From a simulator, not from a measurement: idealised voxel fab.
process module | voxel released beams
cross-section cut | 200 nm wide | cells 5 nm
A cross-section is a grid of square cells, given in bands from the top down. A band is one or more rows of cells.
Each band's line starts with the height of the band's top and of its bottom, in nm. Then come its materials from left to right, each with its width in nm. One material with "throughout" fills the band from edge to edge. "air" is empty space.
Height 0 is the level under which the wafer as received is all one material. The lowest band goes on downwards, as in "0 down".
A width such as "30 to 40" changes by the same amount from each row of cells to the next, from the band's top row to its bottom row.
"no change" after a step means that no cell of the cross-section changed.
closed voids: empty space of 8 cells or more with no open way to the top, each as width x height at its distance from the left edge, in nm
after a step's settings: what the simulator itself notes on the step
overlay nm, on a step with a mask: how far to the right of its planned place the mask lay; to the left if negative
Each pair below shows a cross-section before one step and the cross-section after it, down to the lowest band that changed. The line under each pair gives the step between them, with its settings. The pairs can come from different runs of this module on the same starting wafer, so a pair continues from the pair above only where its "before" says so.
before
  0 down: Si throughout
  closed voids: none
after
  10 to 0: SiN throughout
  below 0: unchanged
  closed voids: none
the step between: op CONFORMAL_DEP | material SiN | thk nm 10
before: the cross-section after the pair above
after
  20 to 10: SiO2 throughout
  below 10: unchanged
  closed voids: none
the step between: op DIRECTIONAL_DEP | material SiO2 | thk nm 10
before: the cross-section after the pair above
after
  20 to 10: SiO2 55 | air 30 | SiO2 115
  below 10: unchanged
  closed voids: none
the step between: op MASKED_ETCH | tone open | mask id ANCHOR | width nm 30 | etch materials SiO2 | depth nm 10 | overlay nm 0
before: the cross-section after the pair above
after
  30 to 20: W 65 | air 10 | W 125
  20 to 10: SiO2 55 | W 30 | SiO2 115
  below 10: unchanged
  closed voids: none
the step between: op CONFORMAL_DEP | material W | thk nm 10
before: the cross-section after the pair above
after
  45 to 35: aC 65 | air 10 | aC 125
  35 to 30: aC throughout
  30 to 20: W 65 | aC 10 | W 125
  below 20: unchanged
  closed voids: none
the step between: op DIRECTIONAL_DEP | material aC | thk nm 15
before: the cross-section after the pair above
after
  80 to 45: air 50 | resist 90 | air 60
  45 to 35: aC 65 | resist 10 | aC 125
  below 35: unchanged
  closed voids: none
the step between: op PATTERN | tone cover | mask id BEAM | material resist | width nm 90 | thk nm 35 | overlay nm 0
before: the cross-section after the pair above
after
  65 to 45: air 50 | resist 90 | air 60
  45 to 35: air 50 | aC 15 | resist 10 | aC 65 | air 60
  35 to 30: air 50 | aC 90 | air 60
  below 30: unchanged
  closed voids: none
the step between: op DIRECTIONAL_ETCH | etch materials aC | depth nm 15
before: the cross-section after the pair above
after
  45 to 35: air 50 | aC 15 | air 10 | aC 65 | air 60
  below 35: unchanged
  closed voids: none
the step between: op STRIP | etch materials resist
before: the cross-section after the pair above
after
  45 to 35: air 50 | aC 15 | air 10 | aC 65 | air 60
  35 to 30: air 50 | aC 90 | air 60
  30 to 20: air 50 | W 15 | aC 10 | W 65 | air 60
  below 20: unchanged
  closed voids: none
the step between: op DIRECTIONAL_ETCH | etch materials W | depth nm 10
before: the cross-section after the pair above
after
  30 to 20: air 50 | W 15 | air 10 | W 65 | air 60
  below 20: unchanged
  closed voids: none
the step between: op STRIP | etch materials aC
before: the cross-section after the pair above
after
  30 to 20: air 50 | W 15 | air 10 | W 65 | air 60
  20 to 10: air 55 | W 30 | air 115
  below 10: unchanged
  closed voids: none
the step between: op STRIP | etch materials SiO2
before
  10 to 0: SiN throughout
  0 down: Si throughout
  closed voids: none
after
  20 to 10: W throughout
  below 10: unchanged
  closed voids: none
the step between: op CONFORMAL_DEP | material W | thk nm 10
before: the cross-section after the pair above
after
  35 to 20: aC throughout
  below 20: unchanged
  closed voids: none
the step between: op DIRECTIONAL_DEP | material aC | thk nm 15
before: the cross-section after the pair above
after
  70 to 35: air 50 | resist 90 | air 60
  below 35: unchanged
  closed voids: none
the step between: op PATTERN | tone cover | mask id BEAM | material resist | width nm 90 | thk nm 35 | overlay nm 0
before: the cross-section after the pair above
after
  55 to 35: air 50 | resist 90 | air 60
  35 to 20: air 50 | aC 90 | air 60
  below 20: unchanged
  closed voids: none
the step between: op DIRECTIONAL_ETCH | etch materials aC | depth nm 15
before: the cross-section after the pair above
after
  35 to 20: air 50 | aC 90 | air 60
  below 20: unchanged
  closed voids: none
the step between: op STRIP | etch materials resist
before: the cross-section after the pair above
after
  35 to 20: air 50 | aC 90 | air 60
  20 to 10: air 50 | W 90 | air 60
  below 10: unchanged
  closed voids: none
the step between: op DIRECTIONAL_ETCH | etch materials W | depth nm 10
before: the cross-section after the pair above
after
  20 to 10: air 50 | W 90 | air 60
  below 10: unchanged
  closed voids: none
the step between: op STRIP | etch materials aC
before
  0 down: Si throughout
  closed voids: none
after
  10 to 0: SiO2 throughout
  below 0: unchanged
  closed voids: none
the step between: op DIRECTIONAL_DEP | material SiO2 | thk nm 10
before: the cross-section after the pair above
after
  20 to 10: SiN throughout
  below 10: unchanged
  closed voids: none
the step between: op CONFORMAL_DEP | material SiN | thk nm 10
before: the cross-section after the pair above
after
  30 to 20: W throughout
  below 20: unchanged
  closed voids: none
the step between: op CONFORMAL_DEP | material W | thk nm 10
before: the cross-section after the pair above
after
  45 to 30: aC throughout
  below 30: unchanged
  closed voids: none
the step between: op DIRECTIONAL_DEP | material aC | thk nm 15
before: the cross-section after the pair above
after
  80 to 45: air 50 | resist 90 | air 60
  below 45: unchanged
  closed voids: none
the step between: op PATTERN | tone cover | mask id BEAM | material resist | width nm 90 | thk nm 35 | overlay nm 0
before: the cross-section after the pair above
after
  65 to 45: air 50 | resist 90 | air 60
  45 to 30: air 50 | aC 90 | air 60
  below 30: unchanged
  closed voids: none
the step between: op DIRECTIONAL_ETCH | etch materials aC | depth nm 15
before: the cross-section after the pair above
after
  45 to 30: air 50 | aC 90 | air 60
  below 30: unchanged
  closed voids: none
the step between: op STRIP | etch materials resist
before: the cross-section after the pair above
after
  45 to 30: air 50 | aC 90 | air 60
  30 to 20: air 50 | W 90 | air 60
  below 20: unchanged
  closed voids: none
the step between: op DIRECTIONAL_ETCH | etch materials W | depth nm 10
before: the cross-section after the pair above
after
  30 to 20: air 50 | W 90 | air 60
  below 20: unchanged
  closed voids: none
the step between: op STRIP | etch materials aC
before
  20 to 10: SiO2 55 | air 30 | SiO2 115
  10 to 0: SiN throughout
  0 down: Si throughout
  closed voids: none
after
  25 to 20: W 60 | air 20 | W 120
  20 to 15: SiO2 55 | W 5 | air 20 | W 5 | SiO2 115
  15 to 10: SiO2 55 | W 30 | SiO2 115
  below 10: unchanged
  closed voids: none
the step between: op CONFORMAL_DEP | material W | thk nm 5
before: the cross-section after the pair above
after
  40 to 30: aC 60 | air 20 | aC 120
  30 to 25: aC throughout
  25 to 20: W 60 | aC 20 | W 120
  20 to 15: SiO2 55 | W 5 | aC 20 | W 5 | SiO2 115
  below 15: unchanged
  closed voids: none
the step between: op DIRECTIONAL_DEP | material aC | thk nm 15
before: the cross-section after the pair above
after
  75 to 40: air 50 | resist 90 | air 60
  40 to 30: aC 60 | resist 20 | aC 120
  below 30: unchanged
  closed voids: none
the step between: op PATTERN | tone cover | mask id BEAM | material resist | width nm 90 | thk nm 35 | overlay nm 0
before: the cross-section after the pair above
after
  60 to 40: air 50 | resist 90 | air 60
  40 to 30: air 50 | aC 10 | resist 20 | aC 60 | air 60
  30 to 25: air 50 | aC 90 | air 60
  below 25: unchanged
  closed voids: none
the step between: op DIRECTIONAL_ETCH | etch materials aC | depth nm 15
before: the cross-section after the pair above
after
  40 to 30: air 50 | aC 10 | air 20 | aC 60 | air 60
  below 30: unchanged
  closed voids: none
the step between: op STRIP | etch materials resist
before: the cross-section after the pair above
after
  40 to 30: air 50 | aC 10 | air 20 | aC 60 | air 60
  30 to 25: air 50 | aC 90 | air 60
  25 to 20: air 50 | W 10 | aC 20 | W 60 | air 60
  below 20: unchanged
  closed voids: none
the step between: op DIRECTIONAL_ETCH | etch materials W | depth nm 10
before: the cross-section after the pair above
after
  25 to 20: air 50 | W 10 | air 20 | W 60 | air 60
  20 to 15: SiO2 55 | W 5 | air 20 | W 5 | SiO2 115
  below 15: unchanged
  closed voids: none
the step between: op STRIP | etch materials aC
before: the cross-section after the pair above
after
  25 to 15: air 50 to 55 | W 10 to 5 | air 20 | W 60 to 5 | air 60 to 115
  15 to 10: air 55 | W 30 | air 115
  below 10: unchanged
  closed voids: none
the step between: op STRIP | etch materials SiO2
before
  45 to 35: aC 65 | air 10 | aC 125
  35 to 30: aC throughout
  30 to 20: W 65 | aC 10 | W 125
  20 to 10: SiO2 55 | W 30 | SiO2 115
  10 to 0: SiN throughout
  0 down: Si throughout
  closed voids: none
after
  80 to 45: air 50 | resist 95 | air 55
  45 to 35: aC 65 | resist 10 | aC 125
  below 35: unchanged
  closed voids: none
the step between: op PATTERN | tone cover | mask id BEAM | material resist | width nm 95 | thk nm 35 | overlay nm 0
before: the cross-section after the pair above
after
  65 to 45: air 50 | resist 95 | air 55
  45 to 35: air 50 | aC 15 | resist 10 | aC 70 | air 55
  35 to 30: air 50 | aC 95 | air 55
  below 30: unchanged
  closed voids: none
the step between: op DIRECTIONAL_ETCH | etch materials aC | depth nm 15
before: the cross-section after the pair above
after
  45 to 35: air 50 | aC 15 | air 10 | aC 70 | air 55
  below 35: unchanged
  closed voids: none
the step between: op STRIP | etch materials resist
before: the cross-section after the pair above
after
  45 to 35: air 50 | aC 15 | air 10 | aC 70 | air 55
  35 to 30: air 50 | aC 95 | air 55
  30 to 20: air 50 | W 15 | aC 10 | W 70 | air 55
  below 20: unchanged
  closed voids: none
the step between: op DIRECTIONAL_ETCH | etch materials W | depth nm 10
before: the cross-section after the pair above
after
  30 to 20: air 50 | W 15 | air 10 | W 70 | air 55
  below 20: unchanged
  closed voids: none
the step between: op STRIP | etch materials aC
before: the cross-section after the pair above
after
  30 to 20: air 50 | W 15 | air 10 | W 70 | air 55
  20 to 10: air 55 | W 30 | air 115
  below 10: unchanged
  closed voids: none
the step between: op STRIP | etch materials SiO2
before
  20 to 10: SiO2 throughout
  10 to 0: SiN throughout
  0 down: Si throughout
  closed voids: none
after
  20 to 10: SiO2 60 | air 30 | SiO2 110
  below 10: unchanged
  closed voids: none
the step between: op MASKED_ETCH | tone open | mask id ANCHOR | width nm 30 | etch materials SiO2 | depth nm 10 | overlay nm 5
before: the cross-section after the pair above
after
  30 to 20: W 70 | air 10 | W 120
  20 to 10: SiO2 60 | W 30 | SiO2 110
  below 10: unchanged
  closed voids: none
the step between: op CONFORMAL_DEP | material W | thk nm 10
before: the cross-section after the pair above
after
  45 to 35: aC 70 | air 10 | aC 120
  35 to 30: aC throughout
  30 to 20: W 70 | aC 10 | W 120
  below 20: unchanged
  closed voids: none
the step between: op DIRECTIONAL_DEP | material aC | thk nm 15
before: the cross-section after the pair above
after
  80 to 45: air 50 | resist 90 | air 60
  45 to 35: aC 70 | resist 10 | aC 120
  below 35: unchanged
  closed voids: none
the step between: op PATTERN | tone cover | mask id BEAM | material resist | width nm 90 | thk nm 35 | overlay nm 0
before: the cross-section after the pair above
after
  65 to 45: air 50 | resist 90 | air 60
  45 to 35: air 50 | aC 20 | resist 10 | aC 60 | air 60
  35 to 30: air 50 | aC 90 | air 60
  below 30: unchanged
  closed voids: none
the step between: op DIRECTIONAL_ETCH | etch materials aC | depth nm 15
before: the cross-section after the pair above
after
  45 to 35: air 50 | aC 20 | air 10 | aC 60 | air 60
  below 35: unchanged
  closed voids: none
the step between: op STRIP | etch materials resist
before: the cross-section after the pair above
after
  45 to 35: air 50 | aC 20 | air 10 | aC 60 | air 60
  35 to 30: air 50 | aC 90 | air 60
  30 to 20: air 50 | W 20 | aC 10 | W 60 | air 60
  below 20: unchanged
  closed voids: none
the step between: op DIRECTIONAL_ETCH | etch materials W | depth nm 10
before: the cross-section after the pair above
after
  30 to 20: air 50 | W 20 | air 10 | W 60 | air 60
  below 20: unchanged
  closed voids: none
the step between: op STRIP | etch materials aC
before: the cross-section after the pair above
after
  30 to 20: air 50 | W 20 | air 10 | W 60 | air 60
  20 to 10: air 60 | W 30 | air 110
  below 10: unchanged
  closed voids: none
the step between: op STRIP | etch materials SiO2
before
  10 to 0: SiN throughout
  0 down: Si throughout
  closed voids: none
after
  20 to 0: SiN throughout
  below 0: unchanged
  closed voids: none
the step between: op DIRECTIONAL_DEP | material SiN | thk nm 10
before: the cross-section after the pair above
after
  30 to 20: W throughout
  below 20: unchanged
  closed voids: none
the step between: op CONFORMAL_DEP | material W | thk nm 10
before: the cross-section after the pair above
after
  45 to 30: aC throughout
  below 30: unchanged
  closed voids: none
the step between: op DIRECTIONAL_DEP | material aC | thk nm 15
before: the cross-section after the pair above
after
  80 to 45: air 50 | resist 90 | air 60
  below 45: unchanged
  closed voids: none
the step between: op PATTERN | tone cover | mask id BEAM | material resist | width nm 90 | thk nm 35 | overlay nm 0
before: the cross-section after the pair above
after
  65 to 45: air 50 | resist 90 | air 60
  45 to 30: air 50 | aC 90 | air 60
  below 30: unchanged
  closed voids: none
the step between: op DIRECTIONAL_ETCH | etch materials aC | depth nm 15
before: the cross-section after the pair above
after
  45 to 30: air 50 | aC 90 | air 60
  below 30: unchanged
  closed voids: none
the step between: op STRIP | etch materials resist
before: the cross-section after the pair above
after
  45 to 30: air 50 | aC 90 | air 60
  30 to 20: air 50 | W 90 | air 60
  below 20: unchanged
  closed voids: none
the step between: op DIRECTIONAL_ETCH | etch materials W | depth nm 10
before: the cross-section after the pair above
after
  30 to 20: air 50 | W 90 | air 60
  below 20: unchanged
  closed voids: none
the step between: op STRIP | etch materials aC
before
  20 to 10: SiO2 throughout
  10 to 0: SiN throughout
  0 down: Si throughout
  closed voids: none
after
  20 to 10: air 55 | SiO2 30 | air 115
  below 10: unchanged
  closed voids: none
the step between: op MASKED_ETCH | tone cover | mask id ANCHOR | width nm 30 | etch materials SiO2 | depth nm 10 | overlay nm 0
before: the cross-section after the pair above
after
  30 to 20: air 45 | W 50 | air 105
  20 to 10: W 55 | SiO2 30 | W 115
  below 10: unchanged
  closed voids: none
the step between: op CONFORMAL_DEP | material W | thk nm 10
before: the cross-section after the pair above
after
  45 to 35: air 45 | aC 50 | air 105
  35 to 30: aC throughout
  30 to 20: aC 45 | W 50 | aC 105
  below 20: unchanged
  closed voids: none
the step between: op DIRECTIONAL_DEP | material aC | thk nm 15
before: the cross-section after the pair above
after
  80 to 45: air 50 | resist 90 | air 60
  45 to 35: air 45 | aC 50 | resist 45 | air 60
  below 35: unchanged
  closed voids: none
the step between: op PATTERN | tone cover | mask id BEAM | material resist | width nm 90 | thk nm 35 | overlay nm 0
before: the cross-section after the pair above
after
  65 to 45: air 50 | resist 90 | air 60
  45 to 35: air 50 | aC 45 | resist 45 | air 60
  35 to 30: air 50 | aC 90 | air 60
  30 to 20: air 45 | W 50 | aC 45 | air 60
  below 20: unchanged
  closed voids: none
the step between: op DIRECTIONAL_ETCH | etch materials aC | depth nm 15
before: the cross-section after the pair above
after
  45 to 35: air 50 | aC 45 | air 105
  below 35: unchanged
  closed voids: none
the step between: op STRIP | etch materials resist
before: the cross-section after the pair above
after
  45 to 35: air 50 | aC 45 | air 105
  35 to 30: air 50 | aC 90 | air 60
  30 to 20: air 50 | W 45 | aC 45 | air 60
  20 to 10: air 45 | W 10 | SiO2 30 | W 55 | air 60
  below 10: unchanged
  closed voids: none
the step between: op DIRECTIONAL_ETCH | etch materials W | depth nm 10
before: the cross-section after the pair above
after
  30 to 20: air 50 | W 45 | air 105
  below 20: unchanged
  closed voids: none
the step between: op STRIP | etch materials aC
